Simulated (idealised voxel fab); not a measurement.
The document below concerns the process module designated voxel ribs on slabs.
In the cross-section labelled cut, the width is 190 nm and each square cell is 5 nm.
A cross-section is written here as square cells arranged in a grid, and it is given in bands from the top down, each band taking up one or more rows of cells.
A band entry consists of two parts. The first gives the height of the band's top and the height of its bottom, in nm. The rest lists the band's materials from left to right, each with its width in nm. A single material labelled with the word "throughout" fills the band from edge to edge, and the word "empty" marks empty space.
Height is counted from the level 0, under which the received wafer is composed throughout of one material. The lowest of the bands is not closed at the bottom but continues downward, in the notation "0..down".
Width "30 to 40": first value at the band's top row of cells, second value at its bottom row, equal change from row to row.
Take "nothing altered" at face value: in the step it is given for, the cross-section changed in none of its cells.
Any empty space of 8 cells or more lacking an open way to the top shows up in "Enclosed void entries" as width x height at distance, distance from the left edge, in nm.
after a step's settings: what the simulator itself notes on the step
overlay nm: mask offset rightward from planned place, masked step; negative means leftward offset.
Intended process steps:
1 RECEIVE [material Si]
2 DIRECTIONAL_DEP [material SiO2] [thk nm 20]
3 DIRECTIONAL_DEP [material SiN] [thk nm 20]
4 DIRECTIONAL_DEP [material aC] [thk nm 15]
5 PATTERN [tone cover] [mask id RIB] [material resist] [width nm 20] [thk nm 30] [overlay nm 0]
6 DIRECTIONAL_ETCH [etch materials aC] [depth nm 15]
7 STRIP [etch materials resist]
8 DIRECTIONAL_ETCH [etch materials SiN] [depth nm 10]
9 STRIP [etch materials aC]
10 PATTERN [tone cover] [mask id SLAB] [material resist] [width nm 70] [thk nm 15] [overlay nm 0]
11 DIRECTIONAL_ETCH [etch materials SiN] [depth nm 10]
12 STRIP [etch materials resist]
13 FILL_DEP [material SiO2] [thk nm 30]
14 CMP [height nm 60]
15 DIRECTIONAL_DEP [material W] [thk nm 5]
16 DIRECTIONAL_DEP [material aC] [thk nm 15]
17 PATTERN [tone cover] [mask id HEATER] [material resist] [width nm 30] [thk nm 30] [overlay nm 0]
18 DIRECTIONAL_ETCH [etch materials aC] [depth nm 15]
19 STRIP [etch materials resist]
20 DIRECTIONAL_ETCH [etch materials W] [depth nm 5]
21 STRIP [etch materials aC]
22 CONFORMAL_DEP [material SiN] [thk nm 5]
First of the two wafers, run per plan:
Here's what the wafer looked like in cross-section when it arrived - that's after step 1:
- 0..down  Si throughout
- Enclosed void entries: none
After step 2: wafer cross-section:
- 20..0  SiO2 throughout
- Anything lower than 0 is untouched.
After step 3: wafer cross-section:
- 40..20  SiN throughout
- Anything lower than 20 is untouched.
After step 4: wafer cross-section:
- 55..40  aC throughout
- Anything lower than 40 is untouched.
After step 5: wafer cross-section:
- 85..55  85 nm empty; 20 nm resist; 85 nm empty
- Anything lower than 55 is untouched.
After step 6: wafer cross-section:
- 70..55  85 nm empty; 20 nm resist; 85 nm empty
- 55..40  85 nm empty; 20 nm aC; 85 nm empty
- Anything lower than 40 is untouched.
After step 7: wafer cross-section:
- 55..40  85 nm empty; 20 nm aC; 85 nm empty
- Anything lower than 40 is untouched.
After step 8: wafer cross-section:
- 55..40  85 nm empty; 20 nm aC; 85 nm empty
- 40..30  85 nm empty; 20 nm SiN; 85 nm empty
- Anything lower than 30 is untouched.
After step 9: wafer cross-section:
- 40..30  85 nm empty; 20 nm SiN; 85 nm empty
- Anything lower than 30 is untouched.
After step 10: wafer cross-section:
- 55..40  60 nm empty; 70 nm resist; 60 nm empty
- 40..30  60 nm empty; 25 nm resist; 20 nm SiN; 25 nm resist; 60 nm empty
- Anything lower than 30 is untouched.
After step 11: wafer cross-section:
- 55..40  60 nm empty; 70 nm resist; 60 nm empty
- 40..30  60 nm empty; 25 nm resist; 20 nm SiN; 25 nm resist; 60 nm empty
- 30..20  60 nm empty; 70 nm SiN; 60 nm empty
- Anything lower than 20 is untouched.
After step 12: wafer cross-section:
- 40..30  85 nm empty; 20 nm SiN; 85 nm empty
- Anything lower than 30 is untouched.
After step 13: wafer cross-section:
- 70..40  SiO2 throughout
- 40..30  85 nm SiO2; 20 nm SiN; 85 nm SiO2
- 30..20  60 nm SiO2; 70 nm SiN; 60 nm SiO2
- Anything lower than 20 is untouched.
After step 14: wafer cross-section:
- 60..40  SiO2 throughout
- Anything lower than 40 is untouched.
After step 15: wafer cross-section:
- 65..60  W throughout
- Anything lower than 60 is untouched.
After step 16: wafer cross-section:
- 80..65  aC throughout
- Anything lower than 65 is untouched.
After step 17: wafer cross-section:
- 110..80  80 nm empty; 30 nm resist; 80 nm empty
- Anything lower than 80 is untouched.
After step 18: wafer cross-section:
- 95..80  80 nm empty; 30 nm resist; 80 nm empty
- 80..65  80 nm empty; 30 nm aC; 80 nm empty
- Anything lower than 65 is untouched.
After step 19: wafer cross-section:
- 80..65  80 nm empty; 30 nm aC; 80 nm empty
- Anything lower than 65 is untouched.
After step 20: wafer cross-section:
- 80..65  80 nm empty; 30 nm aC; 80 nm empty
- 65..60  80 nm empty; 30 nm W; 80 nm empty
- Anything lower than 60 is untouched.
After step 21: wafer cross-section:
- 65..60  80 nm empty; 30 nm W; 80 nm empty
- Anything lower than 60 is untouched.
After step 22: wafer cross-section:
- 70..65  75 nm empty; 40 nm SiN; 75 nm empty
- 65..60  80 nm SiN; 30 nm W; 80 nm SiN
- Anything lower than 60 is untouched.
Now the other wafer: same start, same recipe, but we messed up one thing when running it. Up to and including step 9 it's the same as the first one:
Cross-section: second wafer, time at which step 10 was scheduled to end:
- 55..40  65 nm empty; 65 nm resist; 60 nm empty
- 40..30  65 nm empty; 20 nm resist; 20 nm SiN; 25 nm resist; 60 nm empty
- Anything lower than 30 is untouched.
Cross-section: second wafer, time at which step 11 was scheduled to end:
- 55..40  65 nm empty; 65 nm resist; 60 nm empty
- 40..30  65 nm empty; 20 nm resist; 20 nm SiN; 25 nm resist; 60 nm empty
- 30..20  65 nm empty; 65 nm SiN; 60 nm empty
- Anything lower than 20 is untouched.
Cross-section: second wafer, time at which step 12 was scheduled to end:
- 40..30  85 nm empty; 20 nm SiN; 85 nm empty
- Anything lower than 30 is untouched.
Cross-section: second wafer, time at which step 13 was scheduled to end:
- 70..40  SiO2 throughout
- 40..30  85 nm SiO2; 20 nm SiN; 85 nm SiO2
- 30..20  65 nm SiO2; 65 nm SiN; 60 nm SiO2
- Anything lower than 20 is untouched.
Cross-section: second wafer, time at which step 14 was scheduled to end:
- 60..40  SiO2 throughout
- Anything lower than 40 is untouched.
Cross-section: second wafer, time at which step 15 was scheduled to end:
- 65..60  W throughout
- Anything lower than 60 is untouched.
Cross-section: second wafer, time at which step 16 was scheduled to end:
- 80..65  aC throughout
- Anything lower than 65 is untouched.
Cross-section: second wafer, time at which step 17 was scheduled to end:
- 110..80  80 nm empty; 30 nm resist; 80 nm empty
- Anything lower than 80 is untouched.
Cross-section: second wafer, time at which step 18 was scheduled to end:
- 95..80  80 nm empty; 30 nm resist; 80 nm empty
- 80..65  80 nm empty; 30 nm aC; 80 nm empty
- Anything lower than 65 is untouched.
Cross-section: second wafer, time at which step 19 was scheduled to end:
- 80..65  80 nm empty; 30 nm aC; 80 nm empty
- Anything lower than 65 is untouched.
Cross-section: second wafer, time at which step 20 was scheduled to end:
- 80..65  80 nm empty; 30 nm aC; 80 nm empty
- 65..60  80 nm empty; 30 nm W; 80 nm empty
- Anything lower than 60 is untouched.
Cross-section: second wafer, time at which step 21 was scheduled to end:
- 65..60  80 nm empty; 30 nm W; 80 nm empty
- Anything lower than 60 is untouched.
Cross-section: second wafer, time at which step 22 was scheduled to end:
- 70..65  75 nm empty; 40 nm SiN; 75 nm empty
- 65..60  80 nm SiN; 30 nm W; 80 nm SiN
- Anything lower than 60 is untouched.
What broke from the plan during processing? in deviation from the planned setting, step 10 was conducted as PATTERN [tone cover] [mask id SLAB] [material resist] [width nm 65] [thk nm 15] [overlay nm 0]
The second wafer ends with more or fewer cells of some materials than the first, per final count: 2 fewer of SiN, 2 more of SiO2
